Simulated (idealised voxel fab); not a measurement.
Process module in this document: voxel wiring stack
This is section cut - it's 215 nm across, gridded in 5 nm square cells.
How to read a cross-section here: the picture is a grid of square cells, written as bands going from the top down, and any band can span one or more rows of cells. Heads up on the band format: heights come first, top then bottom, in nm. After that it's the materials left to right, each with its width in nm. A single material flagged "all across" fills the whole band edge to edge, and "empty" means there's empty space there. Where do heights start? At 0: under that level the wafer as delivered is made of one material only. And the lowest band has no floor; it just carries on downward, as in "0 nm and below". A width such as "30->40" changes by the same amount from each row of cells to the next, from the band's top row to its bottom row. "identical to before" (step): cross-section cells unchanged, all of them. Any empty space of 8 cells or more lacking an open way to the top shows up in "Closed void listing" as width x height at distance, distance from the left edge, in nm. The remark found on a step's line after its settings is issued by the simulator itself and pertains to that step. On any step carrying a mask, the "overlay nm" setting, if present on the step's line, tells how far right of its planned place the mask lay; negative values point to the left.

**List of planned process steps**
1. RECEIVE, material Si
2. CONFORMAL_DEP, material SiO2, thk nm 10
3. CONFORMAL_DEP, material SiN, thk nm 5
4. DIRECTIONAL_DEP, material SiO2, thk nm 20
5. PATTERN, tone open, mask id METAL_1, material resist, width nm 30, pitch nm 50, thk nm 15, overlay nm 0
6. DIRECTIONAL_ETCH, etch materials SiO2, depth nm 20
7. DIRECTIONAL_ETCH, etch materials SiN, depth nm 5
8. STRIP, etch materials resist
9. CONFORMAL_DEP, material TiN, thk nm 5
10. FILL_DEP, material W, thk nm 5
11. CMP, height nm 35
12. CONFORMAL_DEP, material SiCN, thk nm 5
13. DIRECTIONAL_DEP, material SiO2, thk nm 10
14. DIRECTIONAL_DEP, material aC, thk nm 15
15. PATTERN, tone open, mask id PLUG_1, material resist, width nm 15, pitch nm 100, thk nm 35, overlay nm 0
16. DIRECTIONAL_ETCH, etch materials aC, depth nm 15
17. STRIP, etch materials resist
18. DIRECTIONAL_ETCH, etch materials SiO2, depth nm 10
19. DIRECTIONAL_ETCH, etch materials SiCN, depth nm 5
20. STRIP, etch materials aC
21. EPI, material Ru, thk nm 10
22. EPI, material Ru, thk nm 5
23. DIRECTIONAL_DEP, material TiN, thk nm 5
24. DIRECTIONAL_DEP, material Ru, thk nm 25
25. PATTERN, tone cover, mask id METAL_2, material resist, width nm 30, pitch nm 50, thk nm 15, overlay nm 0
26. DIRECTIONAL_ETCH, etch materials Ru, depth nm 25
27. DIRECTIONAL_ETCH, etch materials TiN, depth nm 5
28. STRIP, etch materials resist
29. CONFORMAL_DEP, material SiN, thk nm 5
30. FILL_DEP, material SiO2, thk nm 5
31. CMP, height nm 80
32. CONFORMAL_DEP, material SiCN, thk nm 5
33. DIRECTIONAL_DEP, material lowk, thk nm 25
34. DIRECTIONAL_DEP, material aC, thk nm 10
35. PATTERN, tone open, mask id METAL_3_HOLES, material resist, width nm 15, pitch nm 50, thk nm 30, overlay nm 0
36. DIRECTIONAL_ETCH, etch materials aC, depth nm 10
37. STRIP, etch materials resist
38. DIRECTIONAL_ETCH, etch materials lowk, depth nm 25
39. STRIP, etch materials aC
40. DIRECTIONAL_DEP, material aC, thk nm 15
41. PATTERN, tone open, mask id METAL_3, material resist, width nm 30, pitch nm 50, thk nm 35, overlay nm 0
42. DIRECTIONAL_ETCH, etch materials aC, depth nm 15
43. STRIP, etch materials resist
44. DIRECTIONAL_ETCH, etch materials lowk, depth nm 15
45. DIRECTIONAL_ETCH, etch materials SiCN, depth nm 5
46. STRIP, etch materials aC
47. CONFORMAL_DEP, material TiN, thk nm 5
48. FILL_DEP, material Cu, thk nm 10
49. CMP, height nm 110
50. CONFORMAL_DEP, material SiCN, thk nm 5
51. DIRECTIONAL_DEP, material lowk, thk nm 15
52. PATTERN, tone open, mask id PLUG_3, material resist, width nm 15, pitch nm 50, thk nm 20, overlay nm 0
53. DIRECTIONAL_ETCH, etch materials lowk, depth nm 15
54. DIRECTIONAL_ETCH, etch materials SiCN, depth nm 5
55. STRIP, etch materials resist
56. CONFORMAL_DEP, material TiN, thk nm 5
57. FILL_DEP, material Ru, thk nm 5
58. CMP, height nm 130
59. CONFORMAL_DEP, material SiCN, thk nm 5
60. DIRECTIONAL_DEP, material SiO2, thk nm 25
61. MASKED_ETCH, tone open, mask id METAL_4, width nm 30, pitch nm 50, etch materials SiO2, depth nm 25, overlay nm 0
62. MASKED_ETCH, tone open, mask id METAL_4, width nm 30, pitch nm 50, etch materials SiCN, depth nm 5, overlay nm 0
63. CONFORMAL_DEP, material TiN, thk nm 5
64. FILL_DEP, material Cu, thk nm 10
65. CMP, height nm 160
66. EPI, material Ru, thk nm 5
67. FILL_DEP, material SiCN, thk nm 5

**So, the first of our two wafers, run just as we planned it**

**Wafer cross-section on receipt, i.e. after step 1**
0 nm and below = Si all across
Closed void listing: none

**State of the wafer after step 2, shown in cross-section**
10 nm to 0 nm = SiO2 all across
Everything below 0 is unchanged.

**State of the wafer after step 3, shown in cross-section**
15 nm to 10 nm = SiN all across
Everything below 10 is unchanged.

**State of the wafer after step 4, shown in cross-section**
35 nm to 15 nm = SiO2 all across
Everything below 15 is unchanged.

**State of the wafer after step 5, shown in cross-section**
50 nm to 35 nm = resist=40, empty=30, resist=20, empty=30, resist=20, empty=30, resist=45
Everything below 35 is unchanged.

**State of the wafer after step 6, shown in cross-section**
50 nm to 35 nm = resist=40, empty=30, resist=20, empty=30, resist=20, empty=30, resist=45
35 nm to 15 nm = SiO2=40, empty=30, SiO2=20, empty=30, SiO2=20, empty=30, SiO2=45
Everything below 15 is unchanged.

**State of the wafer after step 7, shown in cross-section**
50 nm to 35 nm = resist=40, empty=30, resist=20, empty=30, resist=20, empty=30, resist=45
35 nm to 15 nm = SiO2=40, empty=30, SiO2=20, empty=30, SiO2=20, empty=30, SiO2=45
15 nm to 10 nm = SiN=40, empty=30, SiN=20, empty=30, SiN=20, empty=30, SiN=45
Everything below 10 is unchanged.

**State of the wafer after step 8, shown in cross-section**
35 nm to 15 nm = SiO2=40, empty=30, SiO2=20, empty=30, SiO2=20, empty=30, SiO2=45
Everything below 15 is unchanged.

**State of the wafer after step 9, shown in cross-section**
40 nm to 35 nm = TiN=45, empty=20, TiN=30, empty=20, TiN=30, empty=20, TiN=50
35 nm to 15 nm = SiO2=40, TiN=5, empty=20, TiN=5, SiO2=20, TiN=5, empty=20, TiN=5, SiO2=20, TiN=5, empty=20, TiN=5, SiO2=45
15 nm to 10 nm = SiN=40, TiN=30, SiN=20, TiN=30, SiN=20, TiN=30, SiN=45
Everything below 10 is unchanged.

**State of the wafer after step 10, shown in cross-section**
45 nm to 40 nm = W all across
40 nm to 35 nm = TiN=45, W=20, TiN=30, W=20, TiN=30, W=20, TiN=50
35 nm to 15 nm = SiO2=40, TiN=5, W=20, TiN=5, SiO2=20, TiN=5, W=20, TiN=5, SiO2=20, TiN=5, W=20, TiN=5, SiO2=45
Everything below 15 is unchanged.

**State of the wafer after step 11, shown in cross-section**
35 nm to 15 nm = SiO2=40, TiN=5, W=20, TiN=5, SiO2=20, TiN=5, W=20, TiN=5, SiO2=20, TiN=5, W=20, TiN=5, SiO2=45
Everything below 15 is unchanged.

**State of the wafer after step 12, shown in cross-section**
40 nm to 35 nm = SiCN all across
Everything below 35 is unchanged.

**State of the wafer after step 13, shown in cross-section**
50 nm to 40 nm = SiO2 all across
Everything below 40 is unchanged.

**State of the wafer after step 14, shown in cross-section**
65 nm to 50 nm = aC all across
Everything below 50 is unchanged.

**State of the wafer after step 15, shown in cross-section**
100 nm to 65 nm = resist=40, empty=15, resist=85, empty=15, resist=60
Everything below 65 is unchanged.

**State of the wafer after step 16, shown in cross-section**
85 nm to 65 nm = resist=40, empty=15, resist=85, empty=15, resist=60
65 nm to 50 nm = aC=40, empty=15, aC=85, empty=15, aC=60
Everything below 50 is unchanged.

**State of the wafer after step 17, shown in cross-section**
65 nm to 50 nm = aC=40, empty=15, aC=85, empty=15, aC=60
Everything below 50 is unchanged.

**State of the wafer after step 18, shown in cross-section**
65 nm to 50 nm = aC=40, empty=15, aC=85, empty=15, aC=60
50 nm to 40 nm = SiO2=40, empty=15, SiO2=85, empty=15, SiO2=60
Everything below 40 is unchanged.

**State of the wafer after step 19, shown in cross-section**
65 nm to 50 nm = aC=40, empty=15, aC=85, empty=15, aC=60
50 nm to 40 nm = SiO2=40, empty=15, SiO2=85, empty=15, SiO2=60
40 nm to 35 nm = SiCN=40, empty=15, SiCN=85, empty=15, SiCN=60
Everything below 35 is unchanged.

**State of the wafer after step 20, shown in cross-section**
50 nm to 40 nm = SiO2=40, empty=15, SiO2=85, empty=15, SiO2=60
Everything below 40 is unchanged.

**State of the wafer after step 21, shown in cross-section**
50 nm to 45 nm = SiO2=40, empty=15, SiO2=85, empty=15, SiO2=60
45 nm to 40 nm = SiO2=40, Ru=15, SiO2=85, Ru=15, SiO2=60
40 nm to 35 nm = SiCN=40, Ru=15, SiCN=85, Ru=15, SiCN=60
Everything below 35 is unchanged.

**State of the wafer after step 22, shown in cross-section**
50 nm to 40 nm = SiO2=40, Ru=15, SiO2=85, Ru=15, SiO2=60
Everything below 40 is unchanged.

**State of the wafer after step 23, shown in cross-section**
55 nm to 50 nm = TiN all across
Everything below 50 is unchanged.

**State of the wafer after step 24, shown in cross-section**
80 nm to 55 nm = Ru all across
Everything below 55 is unchanged.

**State of the wafer after step 25, shown in cross-section**
95 nm to 80 nm = empty=40, resist=30, empty=20, resist=30, empty=20, resist=30, empty=45
Everything below 80 is unchanged.

**State of the wafer after step 26, shown in cross-section**
95 nm to 80 nm = empty=40, resist=30, empty=20, resist=30, empty=20, resist=30, empty=45
80 nm to 55 nm = empty=40, Ru=30, empty=20, Ru=30, empty=20, Ru=30, empty=45
Everything below 55 is unchanged.

**State of the wafer after step 27, shown in cross-section**
95 nm to 80 nm = empty=40, resist=30, empty=20, resist=30, empty=20, resist=30, empty=45
80 nm to 55 nm = empty=40, Ru=30, empty=20, Ru=30, empty=20, Ru=30, empty=45
55 nm to 50 nm = empty=40, TiN=30, empty=20, TiN=30, empty=20, TiN=30, empty=45
Everything below 50 is unchanged.

**State of the wafer after step 28, shown in cross-section**
80 nm to 55 nm = empty=40, Ru=30, empty=20, Ru=30, empty=20, Ru=30, empty=45
Everything below 55 is unchanged.

**State of the wafer after step 29, shown in cross-section**
85 nm to 80 nm = empty=35, SiN=40, empty=10, SiN=40, empty=10, SiN=40, empty=40
80 nm to 55 nm = empty=35, SiN=5, Ru=30, SiN=5, empty=10, SiN=5, Ru=30, SiN=5, empty=10, SiN=5, Ru=30, SiN=5, empty=40
55 nm to 50 nm = SiN=40, TiN=30, SiN=20, TiN=30, SiN=20, TiN=30, SiN=45
Everything below 50 is unchanged.

**State of the wafer after step 30, shown in cross-section**
90 nm to 85 nm = SiO2 all across
85 nm to 80 nm = SiO2=35, SiN=40, SiO2=10, SiN=40, SiO2=10, SiN=40, SiO2=40
80 nm to 55 nm = SiO2=35, SiN=5, Ru=30, SiN=5, SiO2=10, SiN=5, Ru=30, SiN=5, SiO2=10, SiN=5, Ru=30, SiN=5, SiO2=40
Everything below 55 is unchanged.

**State of the wafer after step 31, shown in cross-section**
80 nm to 55 nm = SiO2=35, SiN=5, Ru=30, SiN=5, SiO2=10, SiN=5, Ru=30, SiN=5, SiO2=10, SiN=5, Ru=30, SiN=5, SiO2=40
Everything below 55 is unchanged.

**State of the wafer after step 32, shown in cross-section**
85 nm to 80 nm = SiCN all across
Everything below 80 is unchanged.

**State of the wafer after step 33, shown in cross-section**
110 nm to 85 nm = lowk all across
Everything below 85 is unchanged.

**State of the wafer after step 34, shown in cross-section**
120 nm to 110 nm = aC all across
Everything below 110 is unchanged.

**State of the wafer after step 35, shown in cross-section**
150 nm to 120 nm = resist=40, empty=15, resist=35, empty=15, resist=35, empty=15, resist=60
Everything below 120 is unchanged.

**State of the wafer after step 36, shown in cross-section**
140 nm to 120 nm = resist=40, empty=15, resist=35, empty=15, resist=35, empty=15, resist=60
120 nm to 110 nm = aC=40, empty=15, aC=35, empty=15, aC=35, empty=15, aC=60
Everything below 110 is unchanged.

**State of the wafer after step 37, shown in cross-section**
120 nm to 110 nm = aC=40, empty=15, aC=35, empty=15, aC=35, empty=15, aC=60
Everything below 110 is unchanged.

**State of the wafer after step 38, shown in cross-section**
120 nm to 110 nm = aC=40, empty=15, aC=35, empty=15, aC=35, empty=15, aC=60
110 nm to 85 nm = lowk=40, empty=15, lowk=35, empty=15, lowk=35, empty=15, lowk=60
Everything below 85 is unchanged.

**State of the wafer after step 39, shown in cross-section**
110 nm to 85 nm = lowk=40, empty=15, lowk=35, empty=15, lowk=35, empty=15, lowk=60
Everything below 85 is unchanged.

**State of the wafer after step 40, shown in cross-section**
125 nm to 110 nm = aC=40, empty=15, aC=35, empty=15, aC=35, empty=15, aC=60
110 nm to 100 nm = lowk=40, empty=15, lowk=35, empty=15, lowk=35, empty=15, lowk=60
100 nm to 85 nm = lowk=40, aC=15, lowk=35, aC=15, lowk=35, aC=15, lowk=60
Everything below 85 is unchanged.

**State of the wafer after step 41, shown in cross-section**
160 nm to 125 nm = resist=40, empty=30, resist=20, empty=30, resist=20, empty=30, resist=45
Everything below 125 is unchanged.

**State of the wafer after step 42, shown in cross-section**
145 nm to 125 nm = resist=40, empty=30, resist=20, empty=30, resist=20, empty=30, resist=45
125 nm to 110 nm = aC=40, empty=30, aC=20, empty=30, aC=20, empty=30, aC=45
110 nm to 85 nm = lowk=40, empty=15, lowk=35, empty=15, lowk=35, empty=15, lowk=60
Everything below 85 is unchanged.

**State of the wafer after step 43, shown in cross-section**
125 nm to 110 nm = aC=40, empty=30, aC=20, empty=30, aC=20, empty=30, aC=45
Everything below 110 is unchanged.

**State of the wafer after step 44, shown in cross-section**
125 nm to 110 nm = aC=40, empty=30, aC=20, empty=30, aC=20, empty=30, aC=45
110 nm to 95 nm = lowk=40, empty=30, lowk=20, empty=30, lowk=20, empty=30, lowk=45
Everything below 95 is unchanged.

**State of the wafer after step 45, shown in cross-section**
125 nm to 110 nm = aC=40, empty=30, aC=20, empty=30, aC=20, empty=30, aC=45
110 nm to 95 nm = lowk=40, empty=30, lowk=20, empty=30, lowk=20, empty=30, lowk=45
95 nm to 85 nm = lowk=40, empty=15, lowk=35, empty=15, lowk=35, empty=15, lowk=60
85 nm to 80 nm = SiCN=40, empty=15, SiCN=35, empty=15, SiCN=35, empty=15, SiCN=60
Everything below 80 is unchanged.

**State of the wafer after step 46, shown in cross-section**
110 nm to 95 nm = lowk=40, empty=30, lowk=20, empty=30, lowk=20, empty=30, lowk=45
Everything below 95 is unchanged.

**State of the wafer after step 47, shown in cross-section**
115 nm to 110 nm = TiN=45, empty=20, TiN=30, empty=20, TiN=30, empty=20, TiN=50
110 nm to 100 nm = lowk=40, TiN=5, empty=20, TiN=5, lowk=20, TiN=5, empty=20, TiN=5, lowk=20, TiN=5, empty=20, TiN=5, lowk=45
100 nm to 95 nm = lowk=40, TiN=5, empty=5, TiN=20, lowk=20, TiN=5, empty=5, TiN=20, lowk=20, TiN=5, empty=5, TiN=20, lowk=45
95 nm to 85 nm = lowk=40, TiN=5, empty=5, TiN=5, lowk=35, TiN=5, empty=5, TiN=5, lowk=35, TiN=5, empty=5, TiN=5, lowk=60
85 nm to 80 nm = SiCN=40, TiN=15, SiCN=35, TiN=15, SiCN=35, TiN=15, SiCN=60
Everything below 80 is unchanged.

**State of the wafer after step 48, shown in cross-section**
125 nm to 115 nm = Cu all across
115 nm to 110 nm = TiN=45, Cu=20, TiN=30, Cu=20, TiN=30, Cu=20, TiN=50
110 nm to 100 nm = lowk=40, TiN=5, Cu=20, TiN=5, lowk=20, TiN=5, Cu=20, TiN=5, lowk=20, TiN=5, Cu=20, TiN=5, lowk=45
100 nm to 95 nm = lowk=40, TiN=5, Cu=5, TiN=20, lowk=20, TiN=5, Cu=5, TiN=20, lowk=20, TiN=5, Cu=5, TiN=20, lowk=45
95 nm to 85 nm = lowk=40, TiN=5, Cu=5, TiN=5, lowk=35, TiN=5, Cu=5, TiN=5, lowk=35, TiN=5, Cu=5, TiN=5, lowk=60
Everything below 85 is unchanged.

**State of the wafer after step 49, shown in cross-section**
110 nm to 100 nm = lowk=40, TiN=5, Cu=20, TiN=5, lowk=20, TiN=5, Cu=20, TiN=5, lowk=20, TiN=5, Cu=20, TiN=5, lowk=45
Everything below 100 is unchanged.

**State of the wafer after step 50, shown in cross-section**
115 nm to 110 nm = SiCN all across
Everything below 110 is unchanged.

**State of the wafer after step 51, shown in cross-section**
130 nm to 115 nm = lowk all across
Everything below 115 is unchanged.

**State of the wafer after step 52, shown in cross-section**
150 nm to 130 nm = resist=40, empty=15, resist=35, empty=15, resist=35, empty=15, resist=60
Everything below 130 is unchanged.

**State of the wafer after step 53, shown in cross-section**
150 nm to 130 nm = resist=40, empty=15, resist=35, empty=15, resist=35, empty=15, resist=60
130 nm to 115 nm = lowk=40, empty=15, lowk=35, empty=15, lowk=35, empty=15, lowk=60
Everything below 115 is unchanged.

**State of the wafer after step 54, shown in cross-section**
150 nm to 130 nm = resist=40, empty=15, resist=35, empty=15, resist=35, empty=15, resist=60
130 nm to 115 nm = lowk=40, empty=15, lowk=35, empty=15, lowk=35, empty=15, lowk=60
115 nm to 110 nm = SiCN=40, empty=15, SiCN=35, empty=15, SiCN=35, empty=15, SiCN=60
Everything below 110 is unchanged.

**State of the wafer after step 55, shown in cross-section**
130 nm to 115 nm = lowk=40, empty=15, lowk=35, empty=15, lowk=35, empty=15, lowk=60
Everything below 115 is unchanged.

**State of the wafer after step 56, shown in cross-section**
135 nm to 130 nm = TiN=45, empty=5, TiN=45, empty=5, TiN=45, empty=5, TiN=65
130 nm to 115 nm = lowk=40, TiN=5, empty=5, TiN=5, lowk=35, TiN=5, empty=5, TiN=5, lowk=35, TiN=5, empty=5, TiN=5, lowk=60
115 nm to 110 nm = SiCN=40, TiN=15, SiCN=35, TiN=15, SiCN=35, TiN=15, SiCN=60
Everything below 110 is unchanged.

**State of the wafer after step 57, shown in cross-section**
140 nm to 135 nm = Ru all across
135 nm to 130 nm = TiN=45, Ru=5, TiN=45, Ru=5, TiN=45, Ru=5, TiN=65
130 nm to 115 nm = lowk=40, TiN=5, Ru=5, TiN=5, lowk=35, TiN=5, Ru=5, TiN=5, lowk=35, TiN=5, Ru=5, TiN=5, lowk=60
Everything below 115 is unchanged.

**State of the wafer after step 58, shown in cross-section**
130 nm to 115 nm = lowk=40, TiN=5, Ru=5, TiN=5, lowk=35, TiN=5, Ru=5, TiN=5, lowk=35, TiN=5, Ru=5, TiN=5, lowk=60
Everything below 115 is unchanged.

**State of the wafer after step 59, shown in cross-section**
135 nm to 130 nm = SiCN all across
Everything below 130 is unchanged.

**State of the wafer after step 60, shown in cross-section**
160 nm to 135 nm = SiO2 all across
Everything below 135 is unchanged.

**State of the wafer after step 61, shown in cross-section**
160 nm to 135 nm = SiO2=40, empty=30, SiO2=20, empty=30, SiO2=20, empty=30, SiO2=45
Everything below 135 is unchanged.

**State of the wafer after step 62, shown in cross-section**
160 nm to 135 nm = SiO2=40, empty=30, SiO2=20, empty=30, SiO2=20, empty=30, SiO2=45
135 nm to 130 nm = SiCN=40, empty=30, SiCN=20, empty=30, SiCN=20, empty=30, SiCN=45
Everything below 130 is unchanged.

**State of the wafer after step 63, shown in cross-section**
165 nm to 160 nm = TiN=45, empty=20, TiN=30, empty=20, TiN=30, empty=20, TiN=50
160 nm to 135 nm = SiO2=40, TiN=5, empty=20, TiN=5, SiO2=20, TiN=5, empty=20, TiN=5, SiO2=20, TiN=5, empty=20, TiN=5, SiO2=45
135 nm to 130 nm = SiCN=40, TiN=30, SiCN=20, TiN=30, SiCN=20, TiN=30, SiCN=45
Everything below 130 is unchanged.

**State of the wafer after step 64, shown in cross-section**
175 nm to 165 nm = Cu all across
165 nm to 160 nm = TiN=45, Cu=20, TiN=30, Cu=20, TiN=30, Cu=20, TiN=50
160 nm to 135 nm = SiO2=40, TiN=5, Cu=20, TiN=5, SiO2=20, TiN=5, Cu=20, TiN=5, SiO2=20, TiN=5, Cu=20, TiN=5, SiO2=45
Everything below 135 is unchanged.

**State of the wafer after step 65, shown in cross-section**
160 nm to 135 nm = SiO2=40, TiN=5, Cu=20, TiN=5, SiO2=20, TiN=5, Cu=20, TiN=5, SiO2=20, TiN=5, Cu=20, TiN=5, SiO2=45
Everything below 135 is unchanged.

**State of the wafer after step 66, shown in cross-section**
165 nm to 160 nm = empty=35, Ru=40, empty=10, Ru=40, empty=10, Ru=40, empty=40
Everything below 160 is unchanged.

**State of the wafer after step 67, shown in cross-section**
170 nm to 165 nm = SiCN all across
165 nm to 160 nm = SiCN=35, Ru=40, SiCN=10, Ru=40, SiCN=10, Ru=40, SiCN=40
Everything below 160 is unchanged.

**It is to be noted that the second wafer proceeded from the same initial state and according to the same plan as the first, although one mistake was committed in its execution; through step 31, inclusive, the two wafers share an identical history**

**Cross-section: second wafer, time at which step 32 was scheduled to end**
105 nm to 80 nm = lowk all across
Everything below 80 is unchanged.

**Cross-section: second wafer, time at which step 33 was scheduled to end**
110 nm to 105 nm = SiCN all across
Everything below 105 is unchanged.

**Cross-section: second wafer, time at which step 34 was scheduled to end**
120 nm to 110 nm = aC all across
Everything below 110 is unchanged.

**Cross-section: second wafer, time at which step 35 was scheduled to end**
150 nm to 120 nm = resist=40, empty=15, resist=35, empty=15, resist=35, empty=15, resist=60
Everything below 120 is unchanged.

**Cross-section: second wafer, time at which step 36 was scheduled to end**
140 nm to 120 nm = resist=40, empty=15, resist=35, empty=15, resist=35, empty=15, resist=60
120 nm to 110 nm = aC=40, empty=15, aC=35, empty=15, aC=35, empty=15, aC=60
Everything below 110 is unchanged.

**Cross-section: second wafer, time at which step 37 was scheduled to end**
120 nm to 110 nm = aC=40, empty=15, aC=35, empty=15, aC=35, empty=15, aC=60
Everything below 110 is unchanged.

Cross-section: second wafer, time at which step 38 was scheduled to end: identical to before

**Cross-section: second wafer, time at which step 39 was scheduled to end**
110 nm to 105 nm = SiCN all across
Everything below 105 is unchanged.

**Cross-section: second wafer, time at which step 40 was scheduled to end**
125 nm to 110 nm = aC all across
Everything below 110 is unchanged.

**Cross-section: second wafer, time at which step 41 was scheduled to end**
160 nm to 125 nm = resist=40, empty=30, resist=20, empty=30, resist=20, empty=30, resist=45
Everything below 125 is unchanged.

**Cross-section: second wafer, time at which step 42 was scheduled to end**
145 nm to 125 nm = resist=40, empty=30, resist=20, empty=30, resist=20, empty=30, resist=45
125 nm to 110 nm = aC=40, empty=30, aC=20, empty=30, aC=20, empty=30, aC=45
Everything below 110 is unchanged.

**Cross-section: second wafer, time at which step 43 was scheduled to end**
125 nm to 110 nm = aC=40, empty=30, aC=20, empty=30, aC=20, empty=30, aC=45
Everything below 110 is unchanged.

Cross-section: second wafer, time at which step 44 was scheduled to end: identical to before

**Cross-section: second wafer, time at which step 45 was scheduled to end**
125 nm to 110 nm = aC=40, empty=30, aC=20, empty=30, aC=20, empty=30, aC=45
110 nm to 105 nm = SiCN=40, empty=30, SiCN=20, empty=30, SiCN=20, empty=30, SiCN=45
Everything below 105 is unchanged.

**Cross-section: second wafer, time at which step 46 was scheduled to end**
110 nm to 105 nm = SiCN=40, empty=30, SiCN=20, empty=30, SiCN=20, empty=30, SiCN=45
Everything below 105 is unchanged.

**Cross-section: second wafer, time at which step 47 was scheduled to end**
115 nm to 110 nm = TiN=45, empty=20, TiN=30, empty=20, TiN=30, empty=20, TiN=50
110 nm to 105 nm = SiCN=40, TiN=30, SiCN=20, TiN=30, SiCN=20, TiN=30, SiCN=45
Everything below 105 is unchanged.

**Cross-section: second wafer, time at which step 48 was scheduled to end**
125 nm to 115 nm = Cu all across
115 nm to 110 nm = TiN=45, Cu=20, TiN=30, Cu=20, TiN=30, Cu=20, TiN=50
Everything below 110 is unchanged.

**Cross-section: second wafer, time at which step 49 was scheduled to end**
110 nm to 105 nm = SiCN=40, TiN=30, SiCN=20, TiN=30, SiCN=20, TiN=30, SiCN=45
Everything below 105 is unchanged.

**Cross-section: second wafer, time at which step 50 was scheduled to end**
115 nm to 110 nm = SiCN all across
Everything below 110 is unchanged.

**Cross-section: second wafer, time at which step 51 was scheduled to end**
130 nm to 115 nm = lowk all across
Everything below 115 is unchanged.

**Cross-section: second wafer, time at which step 52 was scheduled to end**
150 nm to 130 nm = resist=40, empty=15, resist=35, empty=15, resist=35, empty=15, resist=60
Everything below 130 is unchanged.

**Cross-section: second wafer, time at which step 53 was scheduled to end**
150 nm to 130 nm = resist=40, empty=15, resist=35, empty=15, resist=35, empty=15, resist=60
130 nm to 115 nm = lowk=40, empty=15, lowk=35, empty=15, lowk=35, empty=15, lowk=60
Everything below 115 is unchanged.

**Cross-section: second wafer, time at which step 54 was scheduled to end**
150 nm to 130 nm = resist=40, empty=15, resist=35, empty=15, resist=35, empty=15, resist=60
130 nm to 115 nm = lowk=40, empty=15, lowk=35, empty=15, lowk=35, empty=15, lowk=60
115 nm to 110 nm = SiCN=40, empty=15, SiCN=35, empty=15, SiCN=35, empty=15, SiCN=60
Everything below 110 is unchanged.

**Cross-section: second wafer, time at which step 55 was scheduled to end**
130 nm to 115 nm = lowk=40, empty=15, lowk=35, empty=15, lowk=35, empty=15, lowk=60
Everything below 115 is unchanged.

**Cross-section: second wafer, time at which step 56 was scheduled to end**
135 nm to 130 nm = TiN=45, empty=5, TiN=45, empty=5, TiN=45, empty=5, TiN=65
130 nm to 115 nm = lowk=40, TiN=5, empty=5, TiN=5, lowk=35, TiN=5, empty=5, TiN=5, lowk=35, TiN=5, empty=5, TiN=5, lowk=60
115 nm to 105 nm = SiCN=40, TiN=15->30, SiCN=35->20, TiN=15->30, SiCN=35->20, TiN=15->30, SiCN=60->45
Everything below 105 is unchanged.

**Cross-section: second wafer, time at which step 57 was scheduled to end**
140 nm to 135 nm = Ru all across
135 nm to 130 nm = TiN=45, Ru=5, TiN=45, Ru=5, TiN=45, Ru=5, TiN=65
130 nm to 115 nm = lowk=40, TiN=5, Ru=5, TiN=5, lowk=35, TiN=5, Ru=5, TiN=5, lowk=35, TiN=5, Ru=5, TiN=5, lowk=60
Everything below 115 is unchanged.

**Cross-section: second wafer, time at which step 58 was scheduled to end**
130 nm to 115 nm = lowk=40, TiN=5, Ru=5, TiN=5, lowk=35, TiN=5, Ru=5, TiN=5, lowk=35, TiN=5, Ru=5, TiN=5, lowk=60
Everything below 115 is unchanged.

**Cross-section: second wafer, time at which step 59 was scheduled to end**
135 nm to 130 nm = SiCN all across
Everything below 130 is unchanged.

**Cross-section: second wafer, time at which step 60 was scheduled to end**
160 nm to 135 nm = SiO2 all across
Everything below 135 is unchanged.

**Cross-section: second wafer, time at which step 61 was scheduled to end**
160 nm to 135 nm = SiO2=40, empty=30, SiO2=20, empty=30, SiO2=20, empty=30, SiO2=45
Everything below 135 is unchanged.

**Cross-section: second wafer, time at which step 62 was scheduled to end**
160 nm to 135 nm = SiO2=40, empty=30, SiO2=20, empty=30, SiO2=20, empty=30, SiO2=45
135 nm to 130 nm = SiCN=40, empty=30, SiCN=20, empty=30, SiCN=20, empty=30, SiCN=45
Everything below 130 is unchanged.

**Cross-section: second wafer, time at which step 63 was scheduled to end**
165 nm to 160 nm = TiN=45, empty=20, TiN=30, empty=20, TiN=30, empty=20, TiN=50
160 nm to 135 nm = SiO2=40, TiN=5, empty=20, TiN=5, SiO2=20, TiN=5, empty=20, TiN=5, SiO2=20, TiN=5, empty=20, TiN=5, SiO2=45
135 nm to 130 nm = SiCN=40, TiN=30, SiCN=20, TiN=30, SiCN=20, TiN=30, SiCN=45
Everything below 130 is unchanged.

**Cross-section: second wafer, time at which step 64 was scheduled to end**
175 nm to 165 nm = Cu all across
165 nm to 160 nm = TiN=45, Cu=20, TiN=30, Cu=20, TiN=30, Cu=20, TiN=50
160 nm to 135 nm = SiO2=40, TiN=5, Cu=20, TiN=5, SiO2=20, TiN=5, Cu=20, TiN=5, SiO2=20, TiN=5, Cu=20, TiN=5, SiO2=45
Everything below 135 is unchanged.

**Cross-section: second wafer, time at which step 65 was scheduled to end**
160 nm to 135 nm = SiO2=40, TiN=5, Cu=20, TiN=5, SiO2=20, TiN=5, Cu=20, TiN=5, SiO2=20, TiN=5, Cu=20, TiN=5, SiO2=45
Everything below 135 is unchanged.

**Cross-section: second wafer, time at which step 66 was scheduled to end**
165 nm to 160 nm = empty=35, Ru=40, empty=10, Ru=40, empty=10, Ru=40, empty=40
Everything below 160 is unchanged.

**Cross-section: second wafer, time at which step 67 was scheduled to end**
170 nm to 165 nm = SiCN all across
165 nm to 160 nm = SiCN=35, Ru=40, SiCN=10, Ru=40, SiCN=10, Ru=40, SiCN=40
Everything below 160 is unchanged.
Processing error: steps 32 and 33 swapped
At the finish, the second wafer shows more or fewer cells for some materials than the first does: Cu -33 | SiCN -9 | TiN -30 | lowk +72
